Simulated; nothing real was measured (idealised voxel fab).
voxel capacitor over wiring: a process module
Shown is cross-section cut, with a width of 240 nm and square cells of size 5 nm.
Notation: cross-section as square-cell grid; stated in bands, top first, going down; one or more cell rows per band. Quick guide to a band line: top height, bottom height (nm) up front; then every material left to right with its width in nm. Only one material and it's marked "all across"? Then it fills the band edge to edge. And "blank" just means empty space. Ref level 0: as-received wafer is one material below here. Bottom band extends down with no lower bound ("z 0 and below"). Think of "30 to 40" as a width that walks from the first number to the second as you go down the band, top row to bottom row, taking equal-sized steps from row to row. Any step labelled "identical to before" changed none of the cells in the cross-section. If an empty space has no open way to the top and is at least 8 cells in size, "Entrapped void list" lists it, written width x height at distance, where distance is measured from the left edge and every value is in nm. Read whatever lies past the settings on a step's line as the simulator's own remark about the step. "overlay nm" on a masked step: distance the mask lay right of its planned place, negative for left. Pairs from here to the end. Each: cross-section before one process step, cross-section after it, the latter only as far down as the lowest band that changed. Under each: the step between, and its settings. Mind that the pairs may be taken from different runs of this module on the same starting wafer; whether a pair continues from the pair above depends on its entry headed "Pre-processing view", and it does only where that entry says so.
## Pre-processing view
> z 0 and below | Si all across
> Entrapped void list: none
## Post-Process View
> z 10 to 0 | SiO2 all across
> Below 0 it's all the same as before, nothing changed down there.
> Entrapped void list: none
Which operation links the two cross-sections above? CONFORMAL_DEP: material SiO2, thk nm 10
Pre-processing view: check the pair just above; its after cross-section is our before state.
## Post-Process View
> z 15 to 10 | SiCN all across
> Below 10 it's all the same as before, nothing changed down there.
> Entrapped void list: none
Which operation links the two cross-sections above? CONFORMAL_DEP: material SiCN, thk nm 5
Pre-processing view: check the pair just above; its after cross-section is our before state.
## Post-Process View
> z 30 to 15 | lowk all across
> Below 15 it's all the same as before, nothing changed down there.
> Entrapped void list: none
Which operation links the two cross-sections above? DIRECTIONAL_DEP: material lowk, thk nm 15
Pre-processing view: check the pair just above; its after cross-section is our before state.
## Post-Process View
> z 30 to 15 | lowk (65), then blank (20), then lowk (65), then blank (20), then lowk (70)
> Below 15 it's all the same as before, nothing changed down there.
> Entrapped void list: none
Which operation links the two cross-sections above? MASKED_ETCH: tone open, mask id METAL_1, width nm 20, pitch nm 85, etch materials lowk, depth nm 15, overlay nm 0
Pre-processing view: check the pair just above; its after cross-section is our before state.
## Post-Process View
> z 30 to 15 | lowk (65), then blank (20), then lowk (65), then blank (20), then lowk (70)
> z 15 to 10 | SiCN (65), then blank (20), then SiCN (65), then blank (20), then SiCN (70)
> Below 10 it's all the same as before, nothing changed down there.
> Entrapped void list: none
Which operation links the two cross-sections above? MASKED_ETCH: tone open, mask id METAL_1, width nm 20, pitch nm 85, etch materials SiCN, depth nm 5, overlay nm 0
Pre-processing view: check the pair just above; its after cross-section is our before state.
## Post-Process View
> z 35 to 30 | TiN (70), then blank (10), then TiN (75), then blank (10), then TiN (75)
> z 30 to 15 | lowk (65), then TiN (5), then blank (10), then TiN (5), then lowk (65), then TiN (5), then blank (10), then TiN (5), then lowk (70)
> z 15 to 10 | SiCN (65), then TiN (20), then SiCN (65), then TiN (20), then SiCN (70)
> Below 10 it's all the same as before, nothing changed down there.
> Entrapped void list: none
Which operation links the two cross-sections above? CONFORMAL_DEP: material TiN, thk nm 5
Pre-processing view: check the pair just above; its after cross-section is our before state.
## Post-Process View
> z 45 to 35 | Cu all across
> z 35 to 30 | TiN (70), then Cu (10), then TiN (75), then Cu (10), then TiN (75)
> z 30 to 15 | lowk (65), then TiN (5), then Cu (10), then TiN (5), then lowk (65), then TiN (5), then Cu (10), then TiN (5), then lowk (70)
> Below 15 it's all the same as before, nothing changed down there.
> Entrapped void list: none
Which operation links the two cross-sections above? FILL_DEP: material Cu, thk nm 10
Pre-processing view: check the pair just above; its after cross-section is our before state.
## Post-Process View
> z 30 to 15 | lowk (65), then TiN (5), then Cu (10), then TiN (5), then lowk (65), then TiN (5), then Cu (10), then TiN (5), then lowk (70)
> Below 15 it's all the same as before, nothing changed down there.
> Entrapped void list: none
Which operation links the two cross-sections above? CMP: height nm 30
Pre-processing view: check the pair just above; its after cross-section is our before state.
## Post-Process View
> z 35 to 30 | blank (60), then Ru (30), then blank (55), then Ru (30), then blank (65)
> Below 30 it's all the same as before, nothing changed down there.
> Entrapped void list: none
Which operation links the two cross-sections above? EPI: material Ru, thk nm 5
Pre-processing view: check the pair just above; its after cross-section is our before state.
## Post-Process View
> z 40 to 35 | SiCN all across
> z 35 to 30 | SiCN (60), then Ru (30), then SiCN (55), then Ru (30), then SiCN (65)
> Below 30 it's all the same as before, nothing changed down there.
> Entrapped void list: none
Which operation links the two cross-sections above? FILL_DEP: material SiCN, thk nm 5
Pre-processing view: check the pair just above; its after cross-section is our before state.
## Post-Process View
> z 50 to 40 | SiO2 all across
> Below 40 it's all the same as before, nothing changed down there.
> Entrapped void list: none
Which operation links the two cross-sections above? DIRECTIONAL_DEP: material SiO2, thk nm 10
Pre-processing view: check the pair just above; its after cross-section is our before state.
## Post-Process View
> z 50 to 40 | SiO2 (70), then blank (15), then SiO2 (155)
> Below 40 it's all the same as before, nothing changed down there.
> Entrapped void list: none
Which operation links the two cross-sections above? MASKED_ETCH: tone open, mask id PLUG_1, width nm 15, etch materials SiO2, depth nm 10, overlay nm 0
Pre-processing view: check the pair just above; its after cross-section is our before state.
## Post-Process View
> z 50 to 40 | SiO2 (70), then blank (15), then SiO2 (155)
> z 40 to 35 | SiCN (70), then blank (15), then SiCN (155)
> Below 35 it's all the same as before, nothing changed down there.
> Entrapped void list: none
Which operation links the two cross-sections above? MASKED_ETCH: tone open, mask id PLUG_1, width nm 15, etch materials SiCN, depth nm 5, overlay nm 0
Pre-processing view: check the pair just above; its after cross-section is our before state.
## Post-Process View
> z 55 to 50 | TiN (75), then blank (5), then TiN (160)
> z 50 to 40 | SiO2 (70), then TiN (5), then blank (5), then TiN (5), then SiO2 (155)
> z 40 to 35 | SiCN (70), then TiN (15), then SiCN (155)
> Below 35 it's all the same as before, nothing changed down there.
> Entrapped void list: none
Which operation links the two cross-sections above? CONFORMAL_DEP: material TiN, thk nm 5
Pre-processing view: check the pair just above; its after cross-section is our before state.
## Post-Process View
> z 65 to 55 | Ru all across
> z 55 to 50 | TiN (75), then Ru (5), then TiN (160)
> z 50 to 40 | SiO2 (70), then TiN (5), then Ru (5), then TiN (5), then SiO2 (155)
> Below 40 it's all the same as before, nothing changed down there.
> Entrapped void list: none
Which operation links the two cross-sections above? FILL_DEP: material Ru, thk nm 10
Pre-processing view: check the pair just above; its after cross-section is our before state.
## Post-Process View
> z 50 to 40 | SiO2 (70), then TiN (5), then Ru (5), then TiN (5), then SiO2 (155)
> Below 40 it's all the same as before, nothing changed down there.
> Entrapped void list: none
Which operation links the two cross-sections above? CMP: height nm 50
Pre-processing view: check the pair just above; its after cross-section is our before state.
## Post-Process View
> z 55 to 50 | TiN all across
> Below 50 it's all the same as before, nothing changed down there.
> Entrapped void list: none
Which operation links the two cross-sections above? DIRECTIONAL_DEP: material TiN, thk nm 5
Pre-processing view: check the pair just above; its after cross-section is our before state.
## Post-Process View
> z 60 to 55 | Al2O3 all across
> Below 55 it's all the same as before, nothing changed down there.
> Entrapped void list: none
Which operation links the two cross-sections above? DIRECTIONAL_DEP: material Al2O3, thk nm 5
Pre-processing view: check the pair just above; its after cross-section is our before state.
## Post-Process View
> z 65 to 60 | TiN all across
> Below 60 it's all the same as before, nothing changed down there.
> Entrapped void list: none
Which operation links the two cross-sections above? DIRECTIONAL_DEP: material TiN, thk nm 5
Pre-processing view: check the pair just above; its after cross-section is our before state.
## Post-Process View
> z 85 to 65 | blank (70), then resist (70), then blank (100)
> Below 65 it's all the same as before, nothing changed down there.
> Entrapped void list: none
Which operation links the two cross-sections above? PATTERN: tone cover, mask id UPPER_PLATE, material resist, width nm 70, thk nm 20, overlay nm 0
Pre-processing view: check the pair just above; its after cross-section is our before state.
## Post-Process View
> z 85 to 65 | blank (70), then resist (70), then blank (100)
> z 65 to 60 | blank (70), then TiN (70), then blank (100)
> Below 60 it's all the same as before, nothing changed down there.
> Entrapped void list: none
Which operation links the two cross-sections above? DIRECTIONAL_ETCH: etch materials TiN, depth nm 5
Pre-processing view: check the pair just above; its after cross-section is our before state.
## Post-Process View
> z 85 to 65 | blank (70), then resist (70), then blank (100)
> z 65 to 60 | blank (70), then TiN (70), then blank (100)
> z 60 to 55 | blank (70), then Al2O3 (70), then blank (100)
> Below 55 it's all the same as before, nothing changed down there.
> Entrapped void list: none
Which operation links the two cross-sections above? DIRECTIONAL_ETCH: etch materials Al2O3, depth nm 5
Pre-processing view: check the pair just above; its after cross-section is our before state.
## Post-Process View
> z 65 to 60 | blank (70), then TiN (70), then blank (100)
> Below 60 it's all the same as before, nothing changed down there.
> Entrapped void list: none
Which operation links the two cross-sections above? STRIP: etch materials resist
Pre-processing view: check the pair just above; its after cross-section is our before state.
## Post-Process View
> z 65 to 60 | blank (70), then TiN (70), then blank (100)
> z 60 to 55 | blank (70), then Al2O3 (70), then blank (100)
> z 55 to 50 | blank (65), then TiN (80), then blank (95)
> Below 50 it's all the same as before, nothing changed down there.
> Entrapped void list: none
Which operation links the two cross-sections above? MASKED_ETCH: tone cover, mask id LOWER_PLATE, width nm 80, etch materials TiN, depth nm 5, overlay nm 0
Pre-processing view: check the pair just above; its after cross-section is our before state.
## Post-Process View
> z 85 to 65 | SiO2 all across
> z 65 to 60 | SiO2 (70), then TiN (70), then SiO2 (100)
> z 60 to 55 | SiO2 (70), then Al2O3 (70), then SiO2 (100)
> z 55 to 50 | SiO2 (65), then TiN (80), then SiO2 (95)
> Below 50 it's all the same as before, nothing changed down there.
> Entrapped void list: none
Which operation links the two cross-sections above? FILL_DEP: material SiO2, thk nm 20
Pre-processing view: check the pair just above; its after cross-section is our before state.
## Post-Process View
> z 80 to 65 | SiO2 all across
> Below 65 it's all the same as before, nothing changed down there.
> Entrapped void list: none
Which operation links the two cross-sections above? CMP: height nm 80
Pre-processing view: check the pair just above; its after cross-section is our before state.
## Post-Process View
> z 100 to 80 | resist (80), then blank (15), then resist (145)
> Below 80 it's all the same as before, nothing changed down there.
> Entrapped void list: none
Which operation links the two cross-sections above? PATTERN: tone open, mask id PLUG_2, material resist, width nm 15, thk nm 20, overlay nm 0
Pre-processing view: check the pair just above; its after cross-section is our before state.
## Post-Process View
> z 100 to 80 | resist (80), then blank (15), then resist (145)
> z 80 to 65 | SiO2 (80), then blank (15), then SiO2 (145)
> Below 65 it's all the same as before, nothing changed down there.
> Entrapped void list: none
Which operation links the two cross-sections above? DIRECTIONAL_ETCH: etch materials SiO2, depth nm 15
Pre-processing view: check the pair just above; its after cross-section is our before state.
## Post-Process View
> z 80 to 65 | SiO2 (80), then blank (15), then SiO2 (145)
> Below 65 it's all the same as before, nothing changed down there.
> Entrapped void list: none
Which operation links the two cross-sections above? STRIP: etch materials resist
Pre-processing view: check the pair just above; its after cross-section is our before state.
## Post-Process View
> z 85 to 80 | TiN (85), then blank (5), then TiN (150)
> z 80 to 70 | SiO2 (80), then TiN (5), then blank (5), then TiN (5), then SiO2 (145)
> z 70 to 60 | SiO2 (80 to 70), then TiN (15 to 70), then SiO2 (145 to 100)
> Below 60 it's all the same as before, nothing changed down there.
> Entrapped void list: none
Which operation links the two cross-sections above? CONFORMAL_DEP: material TiN, thk nm 5
Pre-processing view: check the pair just above; its after cross-section is our before state.
## Post-Process View
> z 90 to 85 | Ru all across
> z 85 to 80 | TiN (85), then Ru (5), then TiN (150)
> z 80 to 70 | SiO2 (80), then TiN (5), then Ru (5), then TiN (5), then SiO2 (145)
> Below 70 it's all the same as before, nothing changed down there.
> Entrapped void list: none
Which operation links the two cross-sections above? FILL_DEP: material Ru, thk nm 5
Pre-processing view: check the pair just above; its after cross-section is our before state.
## Post-Process View
> z 80 to 70 | SiO2 (80), then TiN (5), then Ru (5), then TiN (5), then SiO2 (145)
> Below 70 it's all the same as before, nothing changed down there.
> Entrapped void list: none
Which operation links the two cross-sections above? CMP: height nm 80
Pre-processing view: check the pair just above; its after cross-section is our before state.
## Post-Process View
> z 85 to 80 | SiN all across
> Below 80 it's all the same as before, nothing changed down there.
> Entrapped void list: none
Which operation links the two cross-sections above? CONFORMAL_DEP: material SiN, thk nm 5
## Pre-processing view
> z 35 to 30 | blank (60), then Ru (30), then blank (55), then Ru (30), then blank (65)
> z 30 to 15 | lowk (65), then TiN (5), then Cu (10), then TiN (5), then lowk (65), then TiN (5), then Cu (10), then TiN (5), then lowk (70)
> z 15 to 10 | SiCN (65), then TiN (20), then SiCN (65), then TiN (20), then SiCN (70)
> z 10 to 0 | SiO2 all across
> z 0 and below | Si all across
> Entrapped void list: none
## Post-Process View
> z 45 to 40 | blank (60), then SiO2 (30), then blank (55), then SiO2 (30), then blank (65)
> z 40 to 35 | SiO2 all across
> z 35 to 30 | SiO2 (60), then Ru (30), then SiO2 (55), then Ru (30), then SiO2 (65)
> Below 30 it's all the same as before, nothing changed down there.
> Entrapped void list: none
Which operation links the two cross-sections above? DIRECTIONAL_DEP: material SiO2, thk nm 10
Pre-processing view: check the pair just above; its after cross-section is our before state.
## Post-Process View
> z 45 to 40 | blank (60), then SiO2 (10), then blank (15), then SiO2 (5), then blank (55), then SiO2 (30), then blank (65)
> z 40 to 35 | SiO2 (70), then blank (15), then SiO2 (155)
> Below 35 it's all the same as before, nothing changed down there.
> Entrapped void list: none
Which operation links the two cross-sections above? MASKED_ETCH: tone open, mask id PLUG_1, width nm 15, etch materials SiO2, depth nm 10, overlay nm 0
Pre-processing view: check the pair just above; its after cross-section is our before state.
## Post-Process View
> z 50 to 45 | blank (55), then TiN (20), then blank (5), then TiN (15), then blank (45), then TiN (40), then blank (60)
> z 45 to 40 | TiN (60), then SiO2 (10), then TiN (5), then blank (5), then TiN (5), then SiO2 (5), then TiN (55), then SiO2 (30), then TiN (65)
> z 40 to 35 | SiO2 (70), then TiN (15), then SiO2 (155)
> Below 35 it's all the same as before, nothing changed down there.
> Entrapped void list: none
Which operation links the two cross-sections above? CONFORMAL_DEP: material TiN, thk nm 5
Pre-processing view: check the pair just above; its after cross-section is our before state.
## Post-Process View
> z 60 to 50 | Ru all across
> z 50 to 45 | Ru (55), then TiN (20), then Ru (5), then TiN (15), then Ru (45), then TiN (40), then Ru (60)
> z 45 to 40 | TiN (60), then SiO2 (10), then TiN (5), then Ru (5), then TiN (5), then SiO2 (5), then TiN (55), then SiO2 (30), then TiN (65)
> Below 40 it's all the same as before, nothing changed down there.
> Entrapped void list: none
Which operation links the two cross-sections above? FILL_DEP: material Ru, thk nm 10
Pre-processing view: check the pair just above; its after cross-section is our before state.
## Post-Process View
> z 50 to 45 | Ru (55), then TiN (20), then Ru (5), then TiN (15), then Ru (45), then TiN (40), then Ru (60)
> Below 45 it's all the same as before, nothing changed down there.
> Entrapped void list: none
Which operation links the two cross-sections above? CMP: height nm 50
Pre-processing view: check the pair just above; its after cross-section is our before state.
## Post-Process View
> z 55 to 50 | TiN all across
> Below 50 it's all the same as before, nothing changed down there.
> Entrapped void list: none
Which operation links the two cross-sections above? DIRECTIONAL_DEP: material TiN, thk nm 5
Pre-processing view: check the pair just above; its after cross-section is our before state.
## Post-Process View
> z 60 to 55 | Al2O3 all across
> Below 55 it's all the same as before, nothing changed down there.
> Entrapped void list: none
Which operation links the two cross-sections above? DIRECTIONAL_DEP: material Al2O3, thk nm 5
Pre-processing view: check the pair just above; its after cross-section is our before state.
## Post-Process View
> z 65 to 60 | TiN all across
> Below 60 it's all the same as before, nothing changed down there.
> Entrapped void list: none
Which operation links the two cross-sections above? DIRECTIONAL_DEP: material TiN, thk nm 5
Pre-processing view: check the pair just above; its after cross-section is our before state.
## Post-Process View
> z 85 to 65 | blank (70), then resist (70), then blank (100)
> Below 65 it's all the same as before, nothing changed down there.
> Entrapped void list: none
Which operation links the two cross-sections above? PATTERN: tone cover, mask id UPPER_PLATE, material resist, width nm 70, thk nm 20, overlay nm 0
Pre-processing view: check the pair just above; its after cross-section is our before state.
## Post-Process View
> z 85 to 65 | blank (70), then resist (70), then blank (100)
> z 65 to 60 | blank (70), then TiN (70), then blank (100)
> Below 60 it's all the same as before, nothing changed down there.
> Entrapped void list: none
Which operation links the two cross-sections above? DIRECTIONAL_ETCH: etch materials TiN, depth nm 5
Pre-processing view: check the pair just above; its after cross-section is our before state.
## Post-Process View
> z 85 to 65 | blank (70), then resist (70), then blank (100)
> z 65 to 60 | blank (70), then TiN (70), then blank (100)
> z 60 to 55 | blank (70), then Al2O3 (70), then blank (100)
> Below 55 it's all the same as before, nothing changed down there.
> Entrapped void list: none
Which operation links the two cross-sections above? DIRECTIONAL_ETCH: etch materials Al2O3, depth nm 5
Pre-processing view: check the pair just above; its after cross-section is our before state.
## Post-Process View
> z 65 to 60 | blank (70), then TiN (70), then blank (100)
> Below 60 it's all the same as before, nothing changed down there.
> Entrapped void list: none
Which operation links the two cross-sections above? STRIP: etch materials resist
Pre-processing view: check the pair just above; its after cross-section is our before state.
## Post-Process View
> z 65 to 60 | blank (70), then TiN (70), then blank (100)
> z 60 to 55 | blank (70), then Al2O3 (70), then blank (100)
> z 55 to 50 | blank (65), then TiN (80), then blank (95)
> Below 50 it's all the same as before, nothing changed down there.
> Entrapped void list: none
Which operation links the two cross-sections above? MASKED_ETCH: tone cover, mask id LOWER_PLATE, width nm 80, etch materials TiN, depth nm 5, overlay nm 0
Pre-processing view: check the pair just above; its after cross-section is our before state.
## Post-Process View
> z 85 to 65 | SiO2 all across
> z 65 to 60 | SiO2 (70), then TiN (70), then SiO2 (100)
> z 60 to 55 | SiO2 (70), then Al2O3 (70), then SiO2 (100)
> z 55 to 50 | SiO2 (65), then TiN (80), then SiO2 (95)
> Below 50 it's all the same as before, nothing changed down there.
> Entrapped void list: none
Which operation links the two cross-sections above? FILL_DEP: material SiO2, thk nm 20
Pre-processing view: check the pair just above; its after cross-section is our before state.
## Post-Process View
> z 80 to 65 | SiO2 all across
> Below 65 it's all the same as before, nothing changed down there.
> Entrapped void list: none
Which operation links the two cross-sections above? CMP: height nm 80
Pre-processing view: check the pair just above; its after cross-section is our before state.
## Post-Process View
> z 100 to 80 | resist (80), then blank (15), then resist (145)
> Below 80 it's all the same as before, nothing changed down there.
> Entrapped void list: none
Which operation links the two cross-sections above? PATTERN: tone open, mask id PLUG_2, material resist, width nm 15, thk nm 20, overlay nm 0
Pre-processing view: check the pair just above; its after cross-section is our before state.
## Post-Process View
> z 100 to 80 | resist (80), then blank (15), then resist (145)
> z 80 to 65 | SiO2 (80), then blank (15), then SiO2 (145)
> Below 65 it's all the same as before, nothing changed down there.
> Entrapped void list: none
Which operation links the two cross-sections above? DIRECTIONAL_ETCH: etch materials SiO2, depth nm 15
Pre-processing view: check the pair just above; its after cross-section is our before state.
## Post-Process View
> z 80 to 65 | SiO2 (80), then blank (15), then SiO2 (145)
> Below 65 it's all the same as before, nothing changed down there.
> Entrapped void list: none
Which operation links the two cross-sections above? STRIP: etch materials resist
Pre-processing view: check the pair just above; its after cross-section is our before state.
## Post-Process View
> z 85 to 80 | TiN (85), then blank (5), then TiN (150)
> z 80 to 70 | SiO2 (80), then TiN (5), then blank (5), then TiN (5), then SiO2 (145)
> z 70 to 60 | SiO2 (80 to 70), then TiN (15 to 70), then SiO2 (145 to 100)
> Below 60 it's all the same as before, nothing changed down there.
> Entrapped void list: none
Which operation links the two cross-sections above? CONFORMAL_DEP: material TiN, thk nm 5
Pre-processing view: check the pair just above; its after cross-section is our before state.
## Post-Process View
> z 90 to 85 | Ru all across
> z 85 to 80 | TiN (85), then Ru (5), then TiN (150)
> z 80 to 70 | SiO2 (80), then TiN (5), then Ru (5), then TiN (5), then SiO2 (145)
> Below 70 it's all the same as before, nothing changed down there.
> Entrapped void list: none
Which operation links the two cross-sections above? FILL_DEP: material Ru, thk nm 5
Pre-processing view: check the pair just above; its after cross-section is our before state.
## Post-Process View
> z 80 to 70 | SiO2 (80), then TiN (5), then Ru (5), then TiN (5), then SiO2 (145)
> Below 70 it's all the same as before, nothing changed down there.
> Entrapped void list: none
Which operation links the two cross-sections above? CMP: height nm 80
Pre-processing view: check the pair just above; its after cross-section is our before state.
## Post-Process View
> z 85 to 80 | SiN all across
> Below 80 it's all the same as before, nothing changed down there.
> Entrapped void list: none
Which operation links the two cross-sections above? CONFORMAL_DEP: material SiN, thk nm 5
## Pre-processing view
> z 50 to 40 | SiO2 (70), then TiN (5), then Ru (5), then TiN (5), then SiO2 (155)
> z 40 to 35 | SiCN (70), then TiN (15), then SiCN (155)
> z 35 to 30 | SiCN (60), then Ru (30), then SiCN (55), then Ru (30), then SiCN (65)
> z 30 to 15 | lowk (65), then TiN (5), then Cu (10), then TiN (5), then lowk (65), then TiN (5), then Cu (10), then TiN (5), then lowk (70)
> z 15 to 10 | SiCN (65), then TiN (20), then SiCN (65), then TiN (20), then SiCN (70)
> z 10 to 0 | SiO2 all across
> z 0 and below | Si all across
> Entrapped void list: none
## Post-Process View
> z 55 to 50 | Al2O3 all across
> Below 50 it's all the same as before, nothing changed down there.
> Entrapped void list: none
Which operation links the two cross-sections above? DIRECTIONAL_DEP: material Al2O3, thk nm 5
Pre-processing view: check the pair just above; its after cross-section is our before state.
## Post-Process View
> z 60 to 55 | TiN all across
> Below 55 it's all the same as before, nothing changed down there.
> Entrapped void list: none
Which operation links the two cross-sections above? DIRECTIONAL_DEP: material TiN, thk nm 5
Pre-processing view: check the pair just above; its after cross-section is our before state.
## Post-Process View
> z 65 to 55 | TiN all across
> Below 55 it's all the same as before, nothing changed down there.
> Entrapped void list: none
Which operation links the two cross-sections above? DIRECTIONAL_DEP: material TiN, thk nm 5
Pre-processing view: check the pair just above; its after cross-section is our before state.
## Post-Process View
> z 85 to 65 | blank (70), then resist (70), then blank (100)
> Below 65 it's all the same as before, nothing changed down there.
> Entrapped void list: none
Which operation links the two cross-sections above? PATTERN: tone cover, mask id UPPER_PLATE, material resist, width nm 70, thk nm 20, overlay nm 0
Pre-processing view: check the pair just above; its after cross-section is our before state.
## Post-Process View
> z 85 to 65 | blank (70), then resist (70), then blank (100)
> z 65 to 60 | blank (70), then TiN (70), then blank (100)
> Below 60 it's all the same as before, nothing changed down there.
> Entrapped void list: none
Which operation links the two cross-sections above? DIRECTIONAL_ETCH: etch materials TiN, depth nm 5
Pre-processing view: check the pair just above; its after cross-section is our before state.
## Post-Process View
> z 65 to 60 | blank (70), then TiN (70), then blank (100)
> Below 60 it's all the same as before, nothing changed down there.
> Entrapped void list: none
Which operation links the two cross-sections above? STRIP: etch materials resist
Pre-processing view: check the pair just above; its after cross-section is our before state.
## Post-Process View
> z 65 to 55 | blank (70 to 65), then TiN (70 to 80), then blank (100 to 95)
> Below 55 it's all the same as before, nothing changed down there.
> Entrapped void list: none
Which operation links the two cross-sections above? MASKED_ETCH: tone cover, mask id LOWER_PLATE, width nm 80, etch materials TiN, depth nm 5, overlay nm 0
Pre-processing view: check the pair just above; its after cross-section is our before state.
## Post-Process View
> z 85 to 65 | SiO2 all across
> z 65 to 55 | SiO2 (70 to 65), then TiN (70 to 80), then SiO2 (100 to 95)
> Below 55 it's all the same as before, nothing changed down there.
> Entrapped void list: none
Which operation links the two cross-sections above? FILL_DEP: material SiO2, thk nm 20
Pre-processing view: check the pair just above; its after cross-section is our before state.
## Post-Process View
> z 80 to 65 | SiO2 all across
> Below 65 it's all the same as before, nothing changed down there.
> Entrapped void list: none
Which operation links the two cross-sections above? CMP: height nm 80
Pre-processing view: check the pair just above; its after cross-section is our before state.
## Post-Process View
> z 100 to 80 | resist (80), then blank (15), then resist (145)
> Below 80 it's all the same as before, nothing changed down there.
> Entrapped void list: none
Which operation links the two cross-sections above? PATTERN: tone open, mask id PLUG_2, material resist, width nm 15, thk nm 20, overlay nm 0
Pre-processing view: check the pair just above; its after cross-section is our before state.
## Post-Process View
> z 100 to 80 | resist (80), then blank (15), then resist (145)
> z 80 to 65 | SiO2 (80), then blank (15), then SiO2 (145)
> Below 65 it's all the same as before, nothing changed down there.
> Entrapped void list: none
Which operation links the two cross-sections above? DIRECTIONAL_ETCH: etch materials SiO2, depth nm 15
Pre-processing view: check the pair just above; its after cross-section is our before state.
## Post-Process View
> z 80 to 65 | SiO2 (80), then blank (15), then SiO2 (145)
> Below 65 it's all the same as before, nothing changed down there.
> Entrapped void list: none
Which operation links the two cross-sections above? STRIP: etch materials resist
Pre-processing view: check the pair just above; its after cross-section is our before state.
## Post-Process View
> z 85 to 80 | TiN (85), then blank (5), then TiN (150)
> z 80 to 70 | SiO2 (80), then TiN (5), then blank (5), then TiN (5), then SiO2 (145)
> z 70 to 60 | SiO2 (80 to 70), then TiN (15 to 70), then SiO2 (145 to 100)
> Below 60 it's all the same as before, nothing changed down there.
> Entrapped void list: none
Which operation links the two cross-sections above? CONFORMAL_DEP: material TiN, thk nm 5
Pre-processing view: check the pair just above; its after cross-section is our before state.
## Post-Process View
> z 90 to 85 | Ru all across
> z 85 to 80 | TiN (85), then Ru (5), then TiN (150)
> z 80 to 70 | SiO2 (80), then TiN (5), then Ru (5), then TiN (5), then SiO2 (145)
> Below 70 it's all the same as before, nothing changed down there.
> Entrapped void list: none
Which operation links the two cross-sections above? FILL_DEP: material Ru, thk nm 5
Pre-processing view: check the pair just above; its after cross-section is our before state.
## Post-Process View
> z 80 to 70 | SiO2 (80), then TiN (5), then Ru (5), then TiN (5), then SiO2 (145)
> Below 70 it's all the same as before, nothing changed down there.
> Entrapped void list: none
Which operation links the two cross-sections above? CMP: height nm 80
Pre-processing view: check the pair just above; its after cross-section is our before state.
## Post-Process View
> z 85 to 80 | SiN all across
> Below 80 it's all the same as before, nothing changed down there.
> Entrapped void list: none
Which operation links the two cross-sections above? CONFORMAL_DEP: material SiN, thk nm 5
## Pre-processing view
> z 45 to 35 | Cu all across
> z 35 to 30 | TiN (70), then Cu (10), then TiN (75), then Cu (10), then TiN (75)
> z 30 to 15 | lowk (65), then TiN (5), then Cu (10), then TiN (5), then lowk (65), then TiN (5), then Cu (10), then TiN (5), then lowk (70)
> z 15 to 10 | SiCN (65), then TiN (20), then SiCN (65), then TiN (20), then SiCN (70)
> z 10 to 0 | SiO2 all across
> z 0 and below | Si all across
> Entrapped void list: none
## Post-Process View
> z 40 to 35 | Cu all across
> Below 35 it's all the same as before, nothing changed down there.
> Entrapped void list: none
Which operation links the two cross-sections above? CMP: height nm 40
Pre-processing view: check the pair just above; its after cross-section is our before state.
## Post-Process View
> z 45 to 40 | Ru all across
> Below 40 it's all the same as before, nothing changed down there.
> Entrapped void list: none
Which operation links the two cross-sections above? EPI: material Ru, thk nm 5
Pre-processing view: check the pair just above; its after cross-section is our before state.
## Post-Process View
> z 50 to 45 | SiCN all across
> Below 45 it's all the same as before, nothing changed down there.
> Entrapped void list: none
Which operation links the two cross-sections above? FILL_DEP: material SiCN, thk nm 5
Pre-processing view: check the pair just above; its after cross-section is our before state.
## Post-Process View
> z 60 to 50 | SiO2 all across
> Below 50 it's all the same as before, nothing changed down there.
> Entrapped void list: none
Which operation links the two cross-sections above? DIRECTIONAL_DEP: material SiO2, thk nm 10
Pre-processing view: check the pair just above; its after cross-section is our before state.
## Post-Process View
> z 60 to 50 | SiO2 (70), then blank (15), then SiO2 (155)
> Below 50 it's all the same as before, nothing changed down there.
> Entrapped void list: none
Which operation links the two cross-sections above? MASKED_ETCH: tone open, mask id PLUG_1, width nm 15, etch materials SiO2, depth nm 10, overlay nm 0
Pre-processing view: check the pair just above; its after cross-section is our before state.
## Post-Process View
> z 60 to 50 | SiO2 (70), then blank (15), then SiO2 (155)
> z 50 to 45 | SiCN (70), then blank (15), then SiCN (155)
> Below 45 it's all the same as before, nothing changed down there.
> Entrapped void list: none
Which operation links the two cross-sections above? MASKED_ETCH: tone open, mask id PLUG_1, width nm 15, etch materials SiCN, depth nm 5, overlay nm 0
Pre-processing view: check the pair just above; its after cross-section is our before state.
## Post-Process View
> z 65 to 60 | TiN (75), then blank (5), then TiN (160)
> z 60 to 50 | SiO2 (70), then TiN (5), then blank (5), then TiN (5), then SiO2 (155)
> z 50 to 45 | SiCN (70), then TiN (15), then SiCN (155)
> Below 45 it's all the same as before, nothing changed down there.
> Entrapped void list: none
Which operation links the two cross-sections above? CONFORMAL_DEP: material TiN, thk nm 5
Pre-processing view: check the pair just above; its after cross-section is our before state.
## Post-Process View
> z 75 to 65 | Ru all across
> z 65 to 60 | TiN (75), then Ru (5), then TiN (160)
> z 60 to 50 | SiO2 (70), then TiN (5), then Ru (5), then TiN (5), then SiO2 (155)
> Below 50 it's all the same as before, nothing changed down there.
> Entrapped void list: none
Which operation links the two cross-sections above? FILL_DEP: material Ru, thk nm 10
Pre-processing view: check the pair just above; its after cross-section is our before state.
## Post-Process View
> z 50 to 45 | SiCN (70), then TiN (15), then SiCN (155)
> Below 45 it's all the same as before, nothing changed down there.
> Entrapped void list: none
Which operation links the two cross-sections above? CMP: height nm 50
Pre-processing view: check the pair just above; its after cross-section is our before state.
## Post-Process View
> z 55 to 50 | TiN all across
> Below 50 it's all the same as before, nothing changed down there.
> Entrapped void list: none
Which operation links the two cross-sections above? DIRECTIONAL_DEP: material TiN, thk nm 5
Pre-processing view: check the pair just above; its after cross-section is our before state.
## Post-Process View
> z 60 to 55 | Al2O3 all across
> Below 55 it's all the same as before, nothing changed down there.
> Entrapped void list: none
Which operation links the two cross-sections above? DIRECTIONAL_DEP: material Al2O3, thk nm 5
Pre-processing view: check the pair just above; its after cross-section is our before state.
## Post-Process View
> z 65 to 60 | TiN all across
> Below 60 it's all the same as before, nothing changed down there.
> Entrapped void list: none
Which operation links the two cross-sections above? DIRECTIONAL_DEP: material TiN, thk nm 5
Pre-processing view: check the pair just above; its after cross-section is our before state.
## Post-Process View
> z 85 to 65 | blank (70), then resist (70), then blank (100)
> Below 65 it's all the same as before, nothing changed down there.
> Entrapped void list: none
Which operation links the two cross-sections above? PATTERN: tone cover, mask id UPPER_PLATE, material resist, width nm 70, thk nm 20, overlay nm 0
Pre-processing view: check the pair just above; its after cross-section is our before state.
## Post-Process View
> z 85 to 65 | blank (70), then resist (70), then blank (100)
> z 65 to 60 | blank (70), then TiN (70), then blank (100)
> Below 60 it's all the same as before, nothing changed down there.
> Entrapped void list: none
Which operation links the two cross-sections above? DIRECTIONAL_ETCH: etch materials TiN, depth nm 5
